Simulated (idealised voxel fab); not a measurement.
A process module follows: voxel wiring stack.
The cross-section shown here is cut; it is 170 nm wide and divided into square cells measuring 5 nm on a side.
When this document writes out a cross-section, it uses a grid of square cells and lists it as bands, beginning at the top and moving down, with a band standing for one or more rows of cells. In this notation a band is specified by the heights of its top and bottom, in that order and in nm, after which its materials appear from left to right, each paired with its width in nm. The word "everywhere" attached to a single material means that material fills the band from edge to edge; the word "blank" stands for empty space. Heights are expressed relative to 0, this being the level below which the as-received wafer comprises one material exclusively. The lowest band is unbounded in the downward direction and is denoted as in "0 and below". The width entry "30 to 40" should be interpreted row by row: the top row of cells in the band takes the first number, the bottom row takes the second number, and the change between adjacent rows is uniform throughout. What does "everything unchanged" mean for a step? It means no cell of the cross-section changed in that step. In "Enclosed void list" the enclosed voids are listed, meaning empty spaces of 8 cells or larger without any opening to the top. The form is width x height at distance, distance from the left edge, units nm. The remark found on a step's line after its settings is issued by the simulator itself and pertains to that step. Each step line may optionally specify "overlay nm", which for a step with a mask gives the rightward distance between the mask's planned place and where it lay, a negative value indicating the leftward direction.
### Planned step list for the process
1: RECEIVE,material Si
2: CONFORMAL_DEP,material SiO2,thk nm 15
3: DIRECTIONAL_DEP,material TiN,thk nm 5
4: DIRECTIONAL_DEP,material W,thk nm 20
5: PATTERN,tone cover,mask id METAL_1,material resist,width nm 20,pitch nm 45,thk nm 20,overlay nm 0
6: DIRECTIONAL_ETCH,etch materials W,depth nm 20
7: DIRECTIONAL_ETCH,etch materials TiN,depth nm 5
8: STRIP,etch materials resist
9: CONFORMAL_DEP,material SiCN,thk nm 5
10: FILL_DEP,material lowk,thk nm 10
11: CMP,height nm 40
12: CONFORMAL_DEP,material SiCN,thk nm 5
13: DIRECTIONAL_DEP,material lowk,thk nm 10
14: DIRECTIONAL_DEP,material aC,thk nm 10
15: PATTERN,tone open,mask id PLUG_1,material resist,width nm 15,pitch nm 45,thk nm 30,overlay nm 0
16: DIRECTIONAL_ETCH,etch materials aC,depth nm 10
17: STRIP,etch materials resist
18: DIRECTIONAL_ETCH,etch materials lowk,depth nm 10
19: DIRECTIONAL_ETCH,etch materials SiCN,depth nm 5
20: STRIP,etch materials aC
21: EPI,material Ru,thk nm 10
22: EPI,material Ru,thk nm 5
23: CONFORMAL_DEP,material SiCN,thk nm 5
24: DIRECTIONAL_DEP,material SiO2,thk nm 25
25: DIRECTIONAL_DEP,material aC,thk nm 15
26: PATTERN,tone open,mask id METAL_2,material resist,width nm 20,pitch nm 45,thk nm 30,overlay nm 0
27: DIRECTIONAL_ETCH,etch materials aC,depth nm 15
28: STRIP,etch materials resist
29: DIRECTIONAL_ETCH,etch materials SiO2,depth nm 25
30: DIRECTIONAL_ETCH,etch materials SiCN,depth nm 5
31: STRIP,etch materials aC
32: CONFORMAL_DEP,material TiN,thk nm 5
33: FILL_DEP,material Cu,thk nm 10
34: CMP,height nm 85
35: CONFORMAL_DEP,material SiCN,thk nm 5
36: DIRECTIONAL_DEP,material SiO2,thk nm 30
37: MASKED_ETCH,tone open,mask id METAL_3_HOLES,width nm 15,pitch nm 45,etch materials SiO2,depth nm 30,overlay nm 0
38: MASKED_ETCH,tone open,mask id METAL_3,width nm 20,pitch nm 45,etch materials SiO2,depth nm 20,overlay nm 0
39: MASKED_ETCH,tone open,mask id METAL_3,width nm 20,pitch nm 45,etch materials SiCN,depth nm 5,overlay nm 0
40: CONFORMAL_DEP,material TiN,thk nm 5
41: FILL_DEP,material Ru,thk nm 5
42: CMP,height nm 120
43: CONFORMAL_DEP,material SiCN,thk nm 5
44: DIRECTIONAL_DEP,material SiO2,thk nm 30
45: MASKED_ETCH,tone open,mask id METAL_4_HOLES,width nm 15,pitch nm 90,etch materials SiO2,depth nm 30,overlay nm 0
46: MASKED_ETCH,tone open,mask id METAL_4,width nm 20,pitch nm 45,etch materials SiO2,depth nm 20,overlay nm 0
47: MASKED_ETCH,tone open,mask id METAL_4,width nm 20,pitch nm 45,etch materials SiCN,depth nm 5,overlay nm 0
48: CONFORMAL_DEP,material TiN,thk nm 5
49: FILL_DEP,material Ru,thk nm 5
50: CMP,height nm 155
51: CONFORMAL_DEP,material SiN,thk nm 5
Among the wafers covered here, the point of difference is the width nm at step 45; their starting state is shared, and the plan presents the value of the first wafer.
### After step 1, as received: first of several wafers, cross-section
  0 and below: Si everywhere
  Enclosed void list: none
### wafer rows; end of module; cells per material since receipt: (+) gained, (-) lost; then closed voids
width nm 15 | +30 Cu | +78 Ru | +146 SiCN | +34 SiN | +494 SiO2 | +144 TiN | +48 W | +114 lowk | Enclosed void list: none
width nm 20 | +30 Cu | +84 Ru | +144 SiCN | +34 SiN | +490 SiO2 | +144 TiN | +48 W | +114 lowk | Enclosed void list: none
width nm 25 | +30 Cu | +94 Ru | +144 SiCN | +34 SiN | +478 SiO2 | +146 TiN | +48 W | +114 lowk | Enclosed void list: none
width nm 30 | +30 Cu | +104 Ru | +144 SiCN | +34 SiN | +466 SiO2 | +148 TiN | +48 W | +114 lowk | Enclosed void list: none
